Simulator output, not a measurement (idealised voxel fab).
This is a process module. Its name is voxel self aligned vias.
We display cut, a cross-section 220 nm in width whose square cells are each 5 nm.
Square cells in a grid make up a cross-section in this document, and the grid is given as bands, listed from the top down, each one or more rows of cells.
The entry gives the band's vertical extent as a top height and a bottom height in nm, then its horizontal make-up as materials from left to right, each with a width in nm. "blank" stands for empty space; a single material marked "throughout" fills the band edge to edge.
Height datum 0, below which the as-received substrate wafer is one material. Lowest band open at the bottom, running downward: "0 -> down".
It should be noted that a width expressed as "30->40" varies in equal increments from row to row of cells within the band, taking the value of the first number at the top row and that of the second number at the bottom row.
Where a step carries "changes: none", the cross-section came out of it unchanged, cell for cell.
Under "Enclosed void entries" you'll find the enclosed gaps, the ones with no way out to the top, that are 8 cells or bigger; each reads width x height at distance, with distance counted from the left edge, everything in nm.
Formally, on a step line, whatever follows the settings is a remark that the simulator itself makes on the step.
Regarding "overlay nm": on a step with a mask, it is the distance the mask lay to the right of its planned place; a negative value places it to the left.
## Steps planned for the process
1) RECEIVE (material Si)
2) CONFORMAL_DEP (material SiO2; thk nm 10)
3) CONFORMAL_DEP (material SiCN; thk nm 5)
4) DIRECTIONAL_DEP (material SiO2; thk nm 20)
5) MASKED_ETCH (tone open; mask id LINES; width nm 20; pitch nm 65; etch materials SiO2; depth nm 20; overlay nm 0)
6) CONFORMAL_DEP (material TiN; thk nm 5)
7) FILL_DEP (material Ru; thk nm 5)
8) CMP (height nm 35)
9) SELECTIVE_ETCH (etch materials W Ru TiN; depth nm 5)
10) FILL_DEP (material SiN; thk nm 5)
11) CMP (height nm 35)
12) DIRECTIONAL_DEP (material SiO2; thk nm 20)
13) DIRECTIONAL_DEP (material aC; thk nm 15)
14) PATTERN (tone open; mask id VIAS; material resist; width nm 40; pitch nm 130; thk nm 35; overlay nm 0)
15) DIRECTIONAL_ETCH (etch materials aC; depth nm 15)
16) STRIP (etch materials resist)
17) DIRECTIONAL_ETCH (etch materials SiO2; depth nm 20)
18) DIRECTIONAL_ETCH (etch materials SiN; depth nm 5)
19) STRIP (etch materials aC)
20) CONFORMAL_DEP (material TiN; thk nm 5)
21) FILL_DEP (material Ru; thk nm 5)
22) CMP (height nm 55)
23) CONFORMAL_DEP (material SiN; thk nm 5)
## Incoming wafer, cross-sectional view, post step 1
* 0 -> down = Si throughout
* Enclosed void entries: none
## Starting wafer: above. Plan: above. Run: one mistake. Cross-section after the module: below
* 60 -> 55 = SiN throughout
* 55 -> 40 = SiO2 25, then TiN 5, then Ru 30, then TiN 5, then SiO2 90, then TiN 5, then Ru 30, then TiN 5, then SiO2 25
* 40 -> 35 = SiO2 25, then TiN 25, then Ru 10, then TiN 5, then SiO2 90, then TiN 25, then Ru 10, then TiN 5, then SiO2 25
* 35 -> 30 = SiO2 45, then TiN 20, then SiO2 45, then SiN 20, then SiO2 45, then TiN 20, then SiO2 25
* 30 -> 20 = SiO2 45, then TiN 5, then Ru 10, then TiN 5, then SiO2 45, then TiN 5, then Ru 10, then TiN 5, then SiO2 45, then TiN 5, then Ru 10, then TiN 5, then SiO2 25
* 20 -> 15 = SiO2 45, then TiN 20, then SiO2 45, then TiN 20, then SiO2 45, then TiN 20, then SiO2 25
* 15 -> 10 = SiCN throughout
* 10 -> 0 = SiO2 throughout
* 0 -> down = Si throughout
* Enclosed void entries: none
Where did the run depart from the plan? so step 5 ended up running with a different setting than we planned, it ran as MASKED_ETCH (tone open; mask id LINES; width nm 20; pitch nm 65; etch materials SiO2; depth nm 20; overlay nm 10)
